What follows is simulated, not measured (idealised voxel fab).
This section sets out a process module, namely voxel self aligned contacts.
Xsec cut, 300 nm wide, square cell size 5 nm.
Notation: cross-section as square-cell grid; stated in bands, top first, going down; one or more cell rows per band. Basically the band line says how high the top is and how high the bottom is, in nm, and then what's in it from left to right, every material with its width in nm. Empty space shows up as "empty", and if a single material carries "edge to edge" it runs the full band edge to edge. The level at which height equals 0 is the one under which the wafer, as it arrives, is entirely one material. No lower edge exists for the bottom band, which continues downward and is notated as in "from 0 down". Top row gets the first number, bottom row gets the second, and each row in between changes by the same step: that is how a band width like "30 to 40" works. "no modification" means the step left every cell of the cross-section as it was. So "Completely sealed voids" is basically the list of trapped voids: any empty space of 8 cells or more that can't reach the top through an opening. They're written width x height at distance, the distance being from the left edge, and it's all nm. It should be noted that, on the line of a given step, the content following the step's settings is a remark produced by the simulator itself with respect to that step. overlay nm: right-of-plan distance of the mask on a masked step; negative values mean left-of-plan.

**This section lists the process steps that were planned**
step 1: RECEIVE | material Si
step 2: CONFORMAL_DEP | material SiO2 | thk nm 5
step 3: DIRECTIONAL_DEP | material polySi | thk nm 25
step 4: DIRECTIONAL_DEP | material SiN | thk nm 20
step 5: DIRECTIONAL_DEP | material aC | thk nm 10
step 6: PATTERN | tone cover | mask id GATE | material resist | width nm 25 | pitch nm 55 | thk nm 30 | overlay nm 0
step 7: DIRECTIONAL_ETCH | etch materials aC | depth nm 10
step 8: STRIP | etch materials resist
step 9: DIRECTIONAL_ETCH | etch materials SiN | depth nm 20
step 10: DIRECTIONAL_ETCH | etch materials polySi | depth nm 25
step 11: STRIP | etch materials aC
step 12: CONFORMAL_DEP | material SiN | thk nm 5
step 13: DIRECTIONAL_ETCH | etch materials SiN | depth nm 5
step 14: FILL_DEP | material SiO2 | thk nm 10
step 15: CMP | height nm 55
step 16: MASKED_ETCH | tone open | mask id CONTACT | width nm 40 | pitch nm 55 | etch materials SiO2 | depth nm 55 | overlay nm 0
step 17: CONFORMAL_DEP | material TiN | thk nm 5
step 18: FILL_DEP | material W | thk nm 5
step 19: CMP | height nm 55
step 20: CONFORMAL_DEP | material SiCN | thk nm 5

**First of two wafers: run as planned**

**Step 1 complete: cross-section of the wafer as received**
* from 0 down | Si edge to edge
* Completely sealed voids: none

**The wafer, seen in cross-section, after step 2**
* from 5 to 0 | SiO2 edge to edge
* Lower than 0, everything is as it was.

**The wafer, seen in cross-section, after step 3**
* from 30 to 5 | polySi edge to edge
* Lower than 5, everything is as it was.

**The wafer, seen in cross-section, after step 4**
* from 50 to 30 | SiN edge to edge
* Lower than 30, everything is as it was.

**The wafer, seen in cross-section, after step 5**
* from 60 to 50 | aC edge to edge
* Lower than 50, everything is as it was.

**The wafer, seen in cross-section, after step 6**
* from 90 to 60 | empty (80), then resist (25), then empty (30), then resist (25), then empty (30), then resist (25), then empty (85)
* Lower than 60, everything is as it was.

**The wafer, seen in cross-section, after step 7**
* from 80 to 60 | empty (80), then resist (25), then empty (30), then resist (25), then empty (30), then resist (25), then empty (85)
* from 60 to 50 | empty (80), then aC (25), then empty (30), then aC (25), then empty (30), then aC (25), then empty (85)
* Lower than 50, everything is as it was.

**The wafer, seen in cross-section, after step 8**
* from 60 to 50 | empty (80), then aC (25), then empty (30), then aC (25), then empty (30), then aC (25), then empty (85)
* Lower than 50, everything is as it was.

**The wafer, seen in cross-section, after step 9**
* from 60 to 50 | empty (80), then aC (25), then empty (30), then aC (25), then empty (30), then aC (25), then empty (85)
* from 50 to 30 | empty (80), then SiN (25), then empty (30), then SiN (25), then empty (30), then SiN (25), then empty (85)
* Lower than 30, everything is as it was.

**The wafer, seen in cross-section, after step 10**
* from 60 to 50 | empty (80), then aC (25), then empty (30), then aC (25), then empty (30), then aC (25), then empty (85)
* from 50 to 30 | empty (80), then SiN (25), then empty (30), then SiN (25), then empty (30), then SiN (25), then empty (85)
* from 30 to 5 | empty (80), then polySi (25), then empty (30), then polySi (25), then empty (30), then polySi (25), then empty (85)
* Lower than 5, everything is as it was.

**The wafer, seen in cross-section, after step 11**
* from 50 to 30 | empty (80), then SiN (25), then empty (30), then SiN (25), then empty (30), then SiN (25), then empty (85)
* Lower than 30, everything is as it was.

**The wafer, seen in cross-section, after step 12**
* from 55 to 30 | empty (75), then SiN (35), then empty (20), then SiN (35), then empty (20), then SiN (35), then empty (80)
* from 30 to 10 | empty (75), then SiN (5), then polySi (25), then SiN (5), then empty (20), then SiN (5), then polySi (25), then SiN (5), then empty (20), then SiN (5), then polySi (25), then SiN (5), then empty (80)
* from 10 to 5 | SiN (80), then polySi (25), then SiN (30), then polySi (25), then SiN (30), then polySi (25), then SiN (85)
* Lower than 5, everything is as it was.

**The wafer, seen in cross-section, after step 13**
* from 50 to 30 | empty (75), then SiN (35), then empty (20), then SiN (35), then empty (20), then SiN (35), then empty (80)
* from 30 to 5 | empty (75), then SiN (5), then polySi (25), then SiN (5), then empty (20), then SiN (5), then polySi (25), then SiN (5), then empty (20), then SiN (5), then polySi (25), then SiN (5), then empty (80)
* Lower than 5, everything is as it was.

**The wafer, seen in cross-section, after step 14**
* from 60 to 50 | SiO2 edge to edge
* from 50 to 30 | SiO2 (75), then SiN (35), then SiO2 (20), then SiN (35), then SiO2 (20), then SiN (35), then SiO2 (80)
* from 30 to 5 | SiO2 (75), then SiN (5), then polySi (25), then SiN (5), then SiO2 (20), then SiN (5), then polySi (25), then SiN (5), then SiO2 (20), then SiN (5), then polySi (25), then SiN (5), then SiO2 (80)
* Lower than 5, everything is as it was.

**The wafer, seen in cross-section, after step 15**
* from 55 to 50 | SiO2 edge to edge
* Lower than 50, everything is as it was.

**The wafer, seen in cross-section, after step 16**
* from 55 to 50 | SiO2 (100), then empty (40), then SiO2 (15), then empty (40), then SiO2 (105)
* from 50 to 30 | SiO2 (75), then SiN (35), then empty (20), then SiN (35), then empty (20), then SiN (35), then SiO2 (80)
* from 30 to 5 | SiO2 (75), then SiN (5), then polySi (25), then SiN (5), then empty (20), then SiN (5), then polySi (25), then SiN (5), then empty (20), then SiN (5), then polySi (25), then SiN (5), then SiO2 (80)
* from 5 to 0 | SiO2 (110), then empty (20), then SiO2 (35), then empty (20), then SiO2 (115)
* Lower than 0, everything is as it was.

**The wafer, seen in cross-section, after step 17**
* from 60 to 55 | TiN (105), then empty (30), then TiN (25), then empty (30), then TiN (110)
* from 55 to 50 | SiO2 (100), then TiN (15), then empty (10), then TiN (15), then SiO2 (15), then TiN (15), then empty (10), then TiN (15), then SiO2 (105)
* from 50 to 30 | SiO2 (75), then SiN (35), then TiN (5), then empty (10), then TiN (5), then SiN (35), then TiN (5), then empty (10), then TiN (5), then SiN (35), then SiO2 (80)
* from 30 to 5 | SiO2 (75), then SiN (5), then polySi (25), then SiN (5), then TiN (5), then empty (10), then TiN (5), then SiN (5), then polySi (25), then SiN (5), then TiN (5), then empty (10), then TiN (5), then SiN (5), then polySi (25), then SiN (5), then SiO2 (80)
* from 5 to 0 | SiO2 (110), then TiN (20), then SiO2 (35), then TiN (20), then SiO2 (115)
* Lower than 0, everything is as it was.

**The wafer, seen in cross-section, after step 18**
* from 65 to 60 | W edge to edge
* from 60 to 55 | TiN (105), then W (30), then TiN (25), then W (30), then TiN (110)
* from 55 to 50 | SiO2 (100), then TiN (15), then W (10), then TiN (15), then SiO2 (15), then TiN (15), then W (10), then TiN (15), then SiO2 (105)
* from 50 to 30 | SiO2 (75), then SiN (35), then TiN (5), then W (10), then TiN (5), then SiN (35), then TiN (5), then W (10), then TiN (5), then SiN (35), then SiO2 (80)
* from 30 to 5 | SiO2 (75), then SiN (5), then polySi (25), then SiN (5), then TiN (5), then W (10), then TiN (5), then SiN (5), then polySi (25), then SiN (5), then TiN (5), then W (10), then TiN (5), then SiN (5), then polySi (25), then SiN (5), then SiO2 (80)
* Lower than 5, everything is as it was.

**The wafer, seen in cross-section, after step 19**
* from 55 to 50 | SiO2 (100), then TiN (15), then W (10), then TiN (15), then SiO2 (15), then TiN (15), then W (10), then TiN (15), then SiO2 (105)
* Lower than 50, everything is as it was.

**The wafer, seen in cross-section, after step 20**
* from 60 to 55 | SiCN edge to edge
* Lower than 55, everything is as it was.

**Second Wafer (Identical Start and Plan, One Processing Error; Matches First Wafer Through Step 11)**

Planned end of step 12: second wafer, cross-section: no modification

**Planned end of step 13: second wafer, cross-section**
* from 45 to 30 | empty (80), then SiN (25), then empty (30), then SiN (25), then empty (30), then SiN (25), then empty (85)
* Lower than 30, everything is as it was.

**Planned end of step 14: second wafer, cross-section**
* from 55 to 45 | SiO2 edge to edge
* from 45 to 30 | SiO2 (80), then SiN (25), then SiO2 (30), then SiN (25), then SiO2 (30), then SiN (25), then SiO2 (85)
* from 30 to 5 | SiO2 (80), then polySi (25), then SiO2 (30), then polySi (25), then SiO2 (30), then polySi (25), then SiO2 (85)
* Lower than 5, everything is as it was.

Planned end of step 15: second wafer, cross-section: no modification

**Planned end of step 16: second wafer, cross-section**
* from 55 to 45 | SiO2 (100), then empty (40), then SiO2 (15), then empty (40), then SiO2 (105)
* from 45 to 30 | SiO2 (80), then SiN (25), then empty (30), then SiN (25), then empty (30), then SiN (25), then SiO2 (85)
* from 30 to 5 | SiO2 (80), then polySi (25), then empty (30), then polySi (25), then empty (30), then polySi (25), then SiO2 (85)
* from 5 to 0 | SiO2 (105), then empty (30), then SiO2 (25), then empty (30), then SiO2 (110)
* Lower than 0, everything is as it was.

**Planned end of step 17: second wafer, cross-section**
* from 60 to 55 | TiN (105), then empty (30), then TiN (25), then empty (30), then TiN (110)
* from 55 to 45 | SiO2 (100), then TiN (5 to 10), then empty (30 to 20), then TiN (5 to 10), then SiO2 (15), then TiN (5 to 10), then empty (30 to 20), then TiN (5 to 10), then SiO2 (105)
* from 45 to 30 | SiO2 (80), then SiN (25), then TiN (5), then empty (20), then TiN (5), then SiN (25), then TiN (5), then empty (20), then TiN (5), then SiN (25), then SiO2 (85)
* from 30 to 5 | SiO2 (80), then polySi (25), then TiN (5), then empty (20), then TiN (5), then polySi (25), then TiN (5), then empty (20), then TiN (5), then polySi (25), then SiO2 (85)
* from 5 to 0 | SiO2 (105), then TiN (30), then SiO2 (25), then TiN (30), then SiO2 (110)
* Lower than 0, everything is as it was.

**Planned end of step 18: second wafer, cross-section**
* from 65 to 60 | W edge to edge
* from 60 to 55 | TiN (105), then W (30), then TiN (25), then W (30), then TiN (110)
* from 55 to 45 | SiO2 (100), then TiN (5 to 10), then W (30 to 20), then TiN (5 to 10), then SiO2 (15), then TiN (5 to 10), then W (30 to 20), then TiN (5 to 10), then SiO2 (105)
* from 45 to 30 | SiO2 (80), then SiN (25), then TiN (5), then W (20), then TiN (5), then SiN (25), then TiN (5), then W (20), then TiN (5), then SiN (25), then SiO2 (85)
* from 30 to 5 | SiO2 (80), then polySi (25), then TiN (5), then W (20), then TiN (5), then polySi (25), then TiN (5), then W (20), then TiN (5), then polySi (25), then SiO2 (85)
* Lower than 5, everything is as it was.

**Planned end of step 19: second wafer, cross-section**
* from 55 to 45 | SiO2 (100), then TiN (5 to 10), then W (30 to 20), then TiN (5 to 10), then SiO2 (15), then TiN (5 to 10), then W (30 to 20), then TiN (5 to 10), then SiO2 (105)
* Lower than 45, everything is as it was.

**Planned end of step 20: second wafer, cross-section**
* from 60 to 55 | SiCN edge to edge
* Lower than 55, everything is as it was.
Error vs. plan: step 12 of the plan was omitted and not executed
At the finish, the second wafer shows more or fewer cells for some materials than the first does: 69 fewer of SiN; 25 more of SiO2; 44 more of W
